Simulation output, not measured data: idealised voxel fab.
The process module that follows is named voxel transistor to metal.
Cross-sectional view cut (width: 285 nm; square cell size: 5 nm).
Throughout this document, each cross-section is represented as a grid of square cells and is presented as a sequence of bands enumerated from the top downward, where a band comprises one or more rows of cells. Heads up on the band format: heights come first, top then bottom, in nm. After that it's the materials left to right, each with its width in nm. A single material flagged "throughout" fills the whole band edge to edge, and "empty" means there's empty space there. We count height from 0. Below that, the starting wafer is all one material. The lowest band never ends at the bottom but goes on down; see "0 -> down" for how that is written. It should be noted that a width expressed as "30 to 40" varies in equal increments from row to row of cells within the band, taking the value of the first number at the top row and that of the second number at the bottom row. "nothing changed" for a step: no cell of the cross-section changed in that step. If an empty space has no open way to the top and is at least 8 cells in size, "Enclosed internal voids" lists it, written width x height at distance, where distance is measured from the left edge and every value is in nm. Past the settings on a step's line: simulator remark, on that step. overlay nm: right-of-plan distance of the mask on a masked step; negative values mean left-of-plan.

### Listed below are the process steps as planned
1: RECEIVE: material Si
2: OXIDIZE: depth nm 5
3: CONFORMAL_DEP: material SiN, thk nm 10
4: MASKED_ETCH: tone cover, mask id ACTIVE, width nm 110, pitch nm 140, etch materials SiN, depth nm 10, overlay nm 0
5: MASKED_ETCH: tone cover, mask id ACTIVE, width nm 110, pitch nm 140, etch materials SiO2, depth nm 5, overlay nm 0
6: MASKED_ETCH: tone cover, mask id ACTIVE, width nm 110, pitch nm 140, etch materials Si, depth nm 35, overlay nm 0
7: OXIDIZE: depth nm 5
8: FILL_DEP: material SiO2, thk nm 5
9: CMP: height nm 10
10: SELECTIVE_ETCH: etch materials SiO2, depth nm 10
11: STRIP: etch materials SiN
12: SELECTIVE_ETCH: etch materials SiO2, depth nm 5
13: OXIDIZE: depth nm 5
14: DIRECTIONAL_DEP: material polySi, thk nm 30
15: DIRECTIONAL_DEP: material SiCN, thk nm 15
16: DIRECTIONAL_DEP: material aC, thk nm 15
17: PATTERN: tone cover, mask id GATE, material resist, width nm 20, pitch nm 140, thk nm 30, overlay nm 0
18: DIRECTIONAL_ETCH: etch materials aC, depth nm 15
19: STRIP: etch materials resist
20: DIRECTIONAL_ETCH: etch materials SiCN, depth nm 25
21: DIRECTIONAL_ETCH: etch materials polySi, depth nm 40
22: STRIP: etch materials aC
23: CONFORMAL_DEP: material SiO2, thk nm 5
24: DIRECTIONAL_ETCH: etch materials SiO2, depth nm 5
25: CONFORMAL_DEP: material SiN, thk nm 5
26: DIRECTIONAL_ETCH: etch materials SiN, depth nm 5
27: DIRECTIONAL_ETCH: etch materials SiO2, depth nm 5
28: EPI: material pSi, thk nm 5
29: FILL_DEP: material SiO2, thk nm 10
30: CMP: height nm 40
31: DIRECTIONAL_DEP: material SiO2, thk nm 15
32: PATTERN: tone open, mask id CONTACT, material resist, width nm 20, pitch nm 70, thk nm 20, overlay nm 0
33: DIRECTIONAL_ETCH: etch materials SiO2, depth nm 60
34: STRIP: etch materials resist
35: CONFORMAL_DEP: material TiN, thk nm 5
36: FILL_DEP: material W, thk nm 5
37: CMP: height nm 55
38: CONFORMAL_DEP: material SiCN, thk nm 5
39: DIRECTIONAL_DEP: material SiO2, thk nm 20
40: PATTERN: tone open, mask id METAL_1, material resist, width nm 20, pitch nm 70, thk nm 15, overlay nm 0
41: DIRECTIONAL_ETCH: etch materials SiO2, depth nm 20
42: DIRECTIONAL_ETCH: etch materials SiCN, depth nm 5
43: STRIP: etch materials resist
44: CONFORMAL_DEP: material TiN, thk nm 5
45: FILL_DEP: material Cu, thk nm 10
46: CMP: height nm 80
47: CONFORMAL_DEP: material SiN, thk nm 5

### Wafer cross-section on receipt, i.e. after step 1
* 0 -> down  Si throughout
* Enclosed internal voids: none

### Same starting wafer, same plan as above, one mistake in the execution; this is the cross-section at the end of the module
* 85 -> 80  SiN throughout
* 80 -> 65  SiO2=25; TiN=5; Cu=10; TiN=5; SiO2=50; TiN=5; Cu=10; TiN=5; SiO2=50; TiN=5; Cu=10; TiN=5; SiO2=50; TiN=5; Cu=10; TiN=5; SiO2=30
* 65 -> 60  SiCN=25; TiN=20; SiCN=50; TiN=20; SiCN=50; TiN=20; SiCN=50; TiN=20; SiCN=30
* 60 -> 55  TiN=30; W=10; TiN=60; W=10; TiN=60; W=10; TiN=60; W=10; TiN=35
* 55 -> 40  SiO2=25; TiN=5; W=10; TiN=5; SiO2=50; TiN=5; W=10; TiN=5; SiO2=50; TiN=5; W=10; TiN=5; SiO2=50; TiN=5; W=10; TiN=5; SiO2=30
* 40 -> 25  SiO2=25; TiN=5; W=10; TiN=5; SiO2=5; SiN=5; SiO2=5; SiCN=20; SiO2=5; SiN=5; SiO2=5; TiN=5; W=10; TiN=5; SiO2=50; TiN=5; W=10; TiN=5; SiO2=5; SiN=5; SiO2=5; SiCN=20; SiO2=5; SiN=5; SiO2=5; TiN=5; W=10; TiN=5; SiO2=30
* 25 -> 0  SiO2=25; TiN=5; W=10; TiN=5; SiO2=5; SiN=5; SiO2=5; polySi=20; SiO2=5; SiN=5; SiO2=5; TiN=5; W=10; TiN=5; SiO2=50; TiN=5; W=10; TiN=5; SiO2=5; SiN=5; SiO2=5; polySi=20; SiO2=5; SiN=5; SiO2=5; TiN=5; W=10; TiN=5; SiO2=30
* 0 -> -5  SiO2=25; TiN=20; SiO2=5; SiN=5; SiO2=5; polySi=20; SiO2=5; SiN=5; SiO2=5; TiN=20; SiO2=50; TiN=20; SiO2=5; SiN=5; SiO2=5; polySi=20; SiO2=5; SiN=5; SiO2=5; TiN=20; SiO2=30
* -5 -> -10  SiO2=15; pSi=35; SiO2=40; pSi=35; SiO2=30; pSi=35; SiO2=40; pSi=35; SiO2=20
* -10 -> -45  SiO2=20; Si=100; SiO2=40; Si=100; SiO2=25
* -45 -> down  Si throughout
* Enclosed internal voids: none
It is concluded that the wafer was processed incorrectly with respect to the plan, in that in deviation from the planned setting, step 37 was conducted as CMP: height nm 60
